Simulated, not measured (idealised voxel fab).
process module | voxel spacer lines
cross-section cut | 140 nm wide | cells 5 nm
A cross-section is a grid of square cells, given in bands from the top down. A band is one or more rows of cells.
Each band's line starts with the height of the band's top and of its bottom, in nm. Then come its materials from left to right, each with its width in nm. One material with "throughout" fills the band from edge to edge. "air" is empty space.
Height 0 is the level under which the wafer as received is all one material. The lowest band goes on downwards, as in "0 down".
A width such as "30 to 40" changes by the same amount from each row of cells to the next, from the band's top row to its bottom row.
"no change" after a step means that no cell of the cross-section changed.
closed voids: empty space of 8 cells or more with no open way to the top, each as width x height at its distance from the left edge, in nm
after a step's settings: what the simulator itself notes on the step
overlay nm, on a step with a mask: how far to the right of its planned place the mask lay; to the left if negative
plan
1 op RECEIVE | material Si
2 op CONFORMAL_DEP | material SiO2 | thk nm 5
3 op DIRECTIONAL_DEP | material TiN | thk nm 20
4 op DIRECTIONAL_DEP | material aC | thk nm 20
5 op PATTERN | tone cover | mask id MANDREL | material resist | width nm 20 | pitch nm 60 | thk nm 30 | overlay nm -15
6 op DIRECTIONAL_ETCH | etch materials aC | depth nm 20
7 op STRIP | etch materials resist
8 op CONFORMAL_DEP | material SiN | thk nm 10
9 op DIRECTIONAL_ETCH | etch materials SiN | depth nm 10
10 op STRIP | etch materials aC
11 op DIRECTIONAL_ETCH | etch materials TiN | depth nm 20
12 op STRIP | etch materials SiN
13 op FILL_DEP | material SiO2 | thk nm 5
14 op CMP | height nm 25
varied across the wafers: overlay nm of step 5. The plan shows the first wafer's value. All wafers start alike
first wafer as received, after step 1
  0 down: Si throughout
  closed voids: none
first wafer at the end, after step 14
  25 to 5: SiO2 5 | TiN 10 | SiO2 20 | TiN 10 | SiO2 20 | TiN 10 | SiO2 20 | TiN 10 | SiO2 35
  5 to 0: SiO2 throughout
  0 down: Si throughout
  closed voids: none
last wafer at the end
  25 to 5: SiO2 35 | TiN 10 | SiO2 20 | TiN 10 | SiO2 20 | TiN 10 | SiO2 20 | TiN 10 | SiO2 5
  5 to 0: SiO2 throughout
  0 down: Si throughout
  closed voids: none
each wafer at the end: cells of each material gained (+) or lost (-) since it was received, then its closed voids
overlay nm -15 | +108 SiO2 | +32 TiN | closed voids: none
overlay nm -10 | +108 SiO2 | +32 TiN | closed voids: none
overlay nm -5 | +108 SiO2 | +32 TiN | closed voids: none
overlay nm 0 | +108 SiO2 | +32 TiN | closed voids: none
overlay nm 5 | +108 SiO2 | +32 TiN | closed voids: none
overlay nm 10 | +108 SiO2 | +32 TiN | closed voids: none
overlay nm 15 | +108 SiO2 | +32 TiN | closed voids: none
